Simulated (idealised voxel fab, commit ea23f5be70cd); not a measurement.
This section sets out a process module, namely voxel transistor to metal.
The cross-section shown here is cut; it is 180 nm wide and divided into square cells measuring 5 nm on a side.
Square cells in a grid make up a cross-section in this document, and the grid is given as bands, listed from the top down, each one or more rows of cells. Each band's line starts with the height of the band's top and of its bottom, in nm. Then come its materials from left to right, each with its width in nm. One material with "edge to edge" fills the band from edge to edge. "air" is empty space. All heights in this document are referenced to 0, defined as the level beneath which the wafer, as received, consists entirely of one material. The lowest band is not bounded below; it extends indefinitely downward and is written in the form "0 and below". The width entry "30..40" should be interpreted row by row: the top row of cells in the band takes the first number, the bottom row takes the second number, and the change between adjacent rows is uniform throughout. Basically "nothing altered" means that step didn't change any cell in the cross-section. Empty spaces counting at least 8 cells and having no open way to the top are listed in "Enclosed void inventory". The notation width x height at distance is used for each, the distance being from the left edge and all three values in nm. Step line, after settings: the simulator's comment on this step. overlay nm: step with mask; distance mask lay right of planned place; negative value = left of planned place.
Planned process steps
- 1: RECEIVE [material Si]
- 2: CONFORMAL_DEP [material SiO2] [thk nm 5]
- 3: CONFORMAL_DEP [material SiN] [thk nm 10]
- 4: DIRECTIONAL_DEP [material aC] [thk nm 15]
- 5: PATTERN [tone cover] [mask id ACTIVE] [material resist] [width nm 120] [thk nm 30] [overlay nm 0]
- 6: DIRECTIONAL_ETCH [etch materials aC] [depth nm 15]
- 7: STRIP [etch materials resist]
- 8: DIRECTIONAL_ETCH [etch materials SiN] [depth nm 10]
- 9: DIRECTIONAL_ETCH [etch materials SiO2] [depth nm 5]
- 10: DIRECTIONAL_ETCH [etch materials Si] [depth nm 25]
- 11: STRIP [etch materials aC]
- 12: FILL_DEP [material SiO2] [thk nm 10]
- 13: CMP [height nm 15]
- 14: SELECTIVE_ETCH [etch materials SiO2] [depth nm 10]
- 15: STRIP [etch materials SiN]
- 16: SELECTIVE_ETCH [etch materials SiO2] [depth nm 5]
- 17: OXIDIZE [depth nm 5]
- 18: DIRECTIONAL_DEP [material polySi] [thk nm 25]
- 19: DIRECTIONAL_DEP [material SiCN] [thk nm 15]
- 20: DIRECTIONAL_DEP [material aC] [thk nm 15]
- 21: PATTERN [tone cover] [mask id GATE] [material resist] [width nm 30] [thk nm 30] [overlay nm 0]
- 22: DIRECTIONAL_ETCH [etch materials aC] [depth nm 15]
- 23: STRIP [etch materials resist]
- 24: DIRECTIONAL_ETCH [etch materials SiCN] [depth nm 25]
- 25: DIRECTIONAL_ETCH [etch materials polySi] [depth nm 35]
- 26: STRIP [etch materials aC]
- 27: CONFORMAL_DEP [material SiO2] [thk nm 5]
- 28: DIRECTIONAL_ETCH [etch materials SiO2] [depth nm 5]
- 29: CONFORMAL_DEP [material SiN] [thk nm 5]
- 30: DIRECTIONAL_ETCH [etch materials SiN] [depth nm 5]
- 31: DIRECTIONAL_ETCH [etch materials SiO2] [depth nm 5]
- 32: EPI [material SiGe] [thk nm 5]
- 33: FILL_DEP [material SiO2] [thk nm 5]
- 34: CMP [height nm 25]
- 35: STRIP [etch materials polySi]
- 36: SELECTIVE_ETCH [etch materials SiO2] [depth nm 5]
- 37: CONFORMAL_DEP [material HfO2] [thk nm 5]
- 38: CONFORMAL_DEP [material TiN] [thk nm 5]
- 39: FILL_DEP [material W] [thk nm 10]
- 40: CMP [height nm 20]
- 41: DIRECTIONAL_DEP [material SiO2] [thk nm 15]
- 42: PATTERN [tone open] [mask id CONTACT] [material resist] [width nm 20] [pitch nm 80] [thk nm 15] [overlay nm 0]
- 43: DIRECTIONAL_ETCH [etch materials SiO2] [depth nm 35]
- 44: STRIP [etch materials resist]
- 45: CONFORMAL_DEP [material TiN] [thk nm 5]
- 46: FILL_DEP [material W] [thk nm 5]
- 47: CMP [height nm 35]
- 48: CONFORMAL_DEP [material SiN] [thk nm 5]
- 49: DIRECTIONAL_DEP [material lowk] [thk nm 20]
- 50: DIRECTIONAL_DEP [material aC] [thk nm 15]
- 51: PATTERN [tone open] [mask id METAL_1] [material resist] [width nm 20] [pitch nm 80] [thk nm 30] [overlay nm 0]
- 52: DIRECTIONAL_ETCH [etch materials aC] [depth nm 15]
- 53: STRIP [etch materials resist]
- 54: DIRECTIONAL_ETCH [etch materials lowk] [depth nm 20]
- 55: DIRECTIONAL_ETCH [etch materials SiN] [depth nm 5]
- 56: STRIP [etch materials aC]
- 57: CONFORMAL_DEP [material TiN] [thk nm 5]
- 58: FILL_DEP [material Ru] [thk nm 5]
- 59: CMP [height nm 60]
- 60: EPI [material Ru] [thk nm 5]
- 61: FILL_DEP [material SiCN] [thk nm 5]
- 62: DIRECTIONAL_DEP [material lowk] [thk nm 35]
- 63: MASKED_ETCH [tone open] [mask id METAL_2_HOLES] [width nm 15] [pitch nm 80] [etch materials lowk] [depth nm 35] [overlay nm 0]
- 64: PATTERN [tone open] [mask id METAL_2] [material resist] [width nm 20] [pitch nm 80] [thk nm 15] [overlay nm 0]
- 65: DIRECTIONAL_ETCH [etch materials lowk] [depth nm 20]
- 66: DIRECTIONAL_ETCH [etch materials SiCN] [depth nm 5]
- 67: STRIP [etch materials resist]
- 68: CONFORMAL_DEP [material TiN] [thk nm 5]
- 69: FILL_DEP [material Cu] [thk nm 10]
- 70: CMP [height nm 105]
- 71: CONFORMAL_DEP [material SiCN] [thk nm 5]
Step 1 complete: cross-section of the wafer as received
> 0 and below | Si edge to edge
> Enclosed void inventory: none
First wafer at the end, as planned
> 110 down to 105 | SiCN edge to edge
> 105 down to 90 | 40 lowk; 5 TiN; 10 Cu; 5 TiN; 60 lowk; 5 TiN; 10 Cu; 5 TiN; 40 lowk
> 90 down to 85 | 40 lowk; 5 TiN; 5 Cu; 10 TiN; 60 lowk; 5 TiN; 5 Cu; 10 TiN; 40 lowk
> 85 down to 70 | 40 lowk; 5 TiN; 5 Cu; 5 TiN; 65 lowk; 5 TiN; 5 Cu; 5 TiN; 45 lowk
> 70 down to 65 | 40 SiCN; 15 TiN; 65 SiCN; 15 TiN; 45 SiCN
> 65 down to 60 | 35 SiCN; 30 Ru; 50 SiCN; 30 Ru; 35 SiCN
> 60 down to 40 | 40 lowk; 5 TiN; 10 Ru; 5 TiN; 60 lowk; 5 TiN; 10 Ru; 5 TiN; 40 lowk
> 40 down to 35 | 40 SiN; 20 TiN; 60 SiN; 20 TiN; 40 SiN
> 35 down to 20 | 40 SiO2; 5 TiN; 10 W; 5 TiN; 60 SiO2; 5 TiN; 10 W; 5 TiN; 40 SiO2
> 20 down to 5 | 40 SiO2; 5 TiN; 10 W; 5 TiN; 5 SiO2; 5 SiN; 5 HfO2; 5 TiN; 20 W; 5 TiN; 5 HfO2; 5 SiN; 5 SiO2; 5 TiN; 10 W; 5 TiN; 40 SiO2
> 5 down to 0 | 40 SiO2; 20 TiN; 5 SiO2; 5 SiN; 5 HfO2; 30 TiN; 5 HfO2; 5 SiN; 5 SiO2; 20 TiN; 40 SiO2
> 0 down to -5 | 25 SiO2; 40 SiGe; 5 SiO2; 40 HfO2; 5 SiO2; 40 SiGe; 25 SiO2
> -5 down to -25 | 30 SiO2; 120 Si; 30 SiO2
> -25 and below | Si edge to edge
> Enclosed void inventory: none
Cross-sectional view: second of two wafers, end of module; start and plan identical to the first, one mistake in running
> 110 down to 105 | SiCN edge to edge
> 105 down to 90 | 40 lowk; 5 TiN; 20 Cu; 5 TiN; 50 lowk; 5 TiN; 20 Cu; 5 TiN; 30 lowk
> 90 down to 85 | 40 lowk; 5 TiN; 5 Cu; 20 TiN; 50 lowk; 5 TiN; 5 Cu; 20 TiN; 30 lowk
> 85 down to 75 | 40 lowk; 5 TiN; 5 Cu; 5 TiN; 65 lowk; 5 TiN; 5 Cu; 5 TiN; 45 lowk
> 75 down to 70 | 40 lowk; 15 TiN; 65 lowk; 15 TiN; 45 lowk
> 70 down to 65 | 50 SiCN; 5 TiN; 75 SiCN; 5 TiN; 45 SiCN
> 65 down to 60 | 35 SiCN; 30 Ru; 50 SiCN; 30 Ru; 35 SiCN
> 60 down to 40 | 40 lowk; 5 TiN; 10 Ru; 5 TiN; 60 lowk; 5 TiN; 10 Ru; 5 TiN; 40 lowk
> 40 down to 35 | 40 SiN; 20 TiN; 60 SiN; 20 TiN; 40 SiN
> 35 down to 20 | 40 SiO2; 5 TiN; 10 W; 5 TiN; 60 SiO2; 5 TiN; 10 W; 5 TiN; 40 SiO2
> 20 down to 5 | 40 SiO2; 5 TiN; 10 W; 5 TiN; 5 SiO2; 5 SiN; 5 HfO2; 5 TiN; 20 W; 5 TiN; 5 HfO2; 5 SiN; 5 SiO2; 5 TiN; 10 W; 5 TiN; 40 SiO2
> 5 down to 0 | 40 SiO2; 20 TiN; 5 SiO2; 5 SiN; 5 HfO2; 30 TiN; 5 HfO2; 5 SiN; 5 SiO2; 20 TiN; 40 SiO2
> 0 down to -5 | 25 SiO2; 40 SiGe; 5 SiO2; 40 HfO2; 5 SiO2; 40 SiGe; 25 SiO2
> -5 down to -25 | 30 SiO2; 120 Si; 30 SiO2
> -25 and below | Si edge to edge
> Enclosed void inventory: none
Deviation noted in wafer processing: step 64 was processed under conditions differing from the plan, specifically as PATTERN [tone open] [mask id METAL_2] [material resist] [width nm 20] [pitch nm 80] [thk nm 15] [overlay nm 10]
Final tally in cells, some materials are higher or lower on the second wafer than on the first: Cu: 10 more | SiCN: 4 more | TiN: 2 more | lowk: 16 fewer
